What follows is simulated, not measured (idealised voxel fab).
process module | voxel tone inversion
cross-section cut | 250 nm wide | cells 5 nm
A cross-section is a grid of square cells, given in bands from the top down. A band is one or more rows of cells.
Each band's line starts with the height of the band's top and of its bottom, in nm. Then come its materials from left to right, each with its width in nm. One material with "throughout" fills the band from edge to edge. "air" is empty space.
Height 0 is the level under which the wafer as received is all one material. The lowest band goes on downwards, as in "0 down".
A width such as "30 to 40" changes by the same amount from each row of cells to the next, from the band's top row to its bottom row.
"no change" after a step means that no cell of the cross-section changed.
closed voids: empty space of 8 cells or more with no open way to the top, each as width x height at its distance from the left edge, in nm
after a step's settings: what the simulator itself notes on the step
overlay nm, on a step with a mask: how far to the right of its planned place the mask lay; to the left if negative
plan
1 op RECEIVE | material Si
2 op CONFORMAL_DEP | material SiN | thk nm 10
3 op DIRECTIONAL_DEP | material polySi | thk nm 25
4 op PATTERN | tone cover | mask id POSTS | material resist | width nm 15 | pitch nm 45 | thk nm 35 | overlay nm 0
5 op DIRECTIONAL_ETCH | etch materials polySi | depth nm 25
6 op STRIP | etch materials resist
7 op FILL_DEP | material SiO2 | thk nm 10
8 op CMP | height nm 35
9 op STRIP | etch materials polySi
10 op CONFORMAL_DEP | material TiN | thk nm 5
11 op FILL_DEP | material Ru | thk nm 10
12 op CMP | height nm 35
13 op CONFORMAL_DEP | material SiN | thk nm 5
as received, after step 1
  0 down: Si throughout
  closed voids: none
first wafer at the end, as planned
  40 to 35: SiN throughout
  35 to 15: SiO2 70 | TiN 5 | Ru 5 | TiN 5 | SiO2 30 | TiN 5 | Ru 5 | TiN 5 | SiO2 30 | TiN 5 | Ru 5 | TiN 5 | SiO2 75
  15 to 10: SiO2 70 | TiN 15 | SiO2 30 | TiN 15 | SiO2 30 | TiN 15 | SiO2 75
  10 to 0: SiN throughout
  0 down: Si throughout
  closed voids: none
second wafer at the end: like start, like plan, one mistake
  40 to 35: SiN throughout
  35 to 25: SiO2 throughout
  25 to 0: SiO2 70 | polySi 15 | SiO2 30 | polySi 15 | SiO2 30 | polySi 15 | SiO2 75
  0 down: Si throughout
  closed voids: none
what went wrong: step 2 was left out
at the end the second wafer has, in cells: 12 fewer of Ru | 100 fewer of SiN | 100 more of SiO2 | 33 fewer of TiN | 45 more of polySi
